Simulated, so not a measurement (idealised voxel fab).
A process module follows: voxel lift off.
Each square cell in cross-section cut measures 5 nm, and the section as a whole is 300 nm wide.
A cross-section is a grid of square cells, given in bands from the top down. A band is one or more rows of cells.
Top height, bottom height, nm. Materials left to right, width each, nm. Single material + "all across" = fills band edge to edge. "air" = empty.
Heights are expressed relative to 0, this being the level below which the as-received wafer comprises one material exclusively. The lowest band is unbounded in the downward direction and is denoted as in "0 nm and below".
Width: "30->40" (first number = top row, second number = bottom row, same change from row to row of cells).
Step marked "no modification"? Then no cell in the cross-section changed in it.
Each empty space that has no open way to the top and spans at least 8 cells appears under "Closed void entries" as width x height at distance, the distance counted from the left edge, all in nm.
If you see something after the settings on a step's line, that's the simulator's own remark about that step.
overlay nm: where the mask lay relative to plan, measured to the right, on steps with a mask; negatives go left.
Planned process steps:
1. RECEIVE | material Si
2. CONFORMAL_DEP | material SiN | thk nm 15
3. PATTERN | tone open | mask id LINES | material resist | width nm 30 | pitch nm 60 | thk nm 20 | overlay nm 0
4. DIRECTIONAL_DEP | material Ru | thk nm 10
5. STRIP | etch materials resist
6. CONFORMAL_DEP | material SiCN | thk nm 10
The cross-section here shows the wafer as received, i.e. in its state after step 1:
  0 nm and below = Si all across
  Closed void entries: none
End-of-module cross-section of the first of two wafers, processed as planned:
  35 nm to 25 nm = 65 air; 50 SiCN; 10 air; 50 SiCN; 10 air; 50 SiCN; 65 air
  25 nm to 15 nm = 75 SiCN; 30 Ru; 30 SiCN; 30 Ru; 30 SiCN; 30 Ru; 75 SiCN
  15 nm to 0 nm = SiN all across
  0 nm and below = Si all across
  Closed void entries: none
Wafer two (of two), end-of-module cross-section: start = wafer one, plan = wafer one, one run mistake:
  25 nm to 15 nm = 65 air; 50 SiCN; 10 air; 50 SiCN; 10 air; 50 SiCN; 65 air
  15 nm to 5 nm = 75 SiCN; 30 Ru; 30 SiCN; 30 Ru; 30 SiCN; 30 Ru; 75 SiCN
  5 nm to 0 nm = SiN all across
  0 nm and below = Si all across
  Closed void entries: none
So what did we get wrong on this run? step 2 deviated from plan and actually ran as CONFORMAL_DEP | material SiN | thk nm 5
Materials where the second wafer ends with more or fewer cells than the first: SiN -120
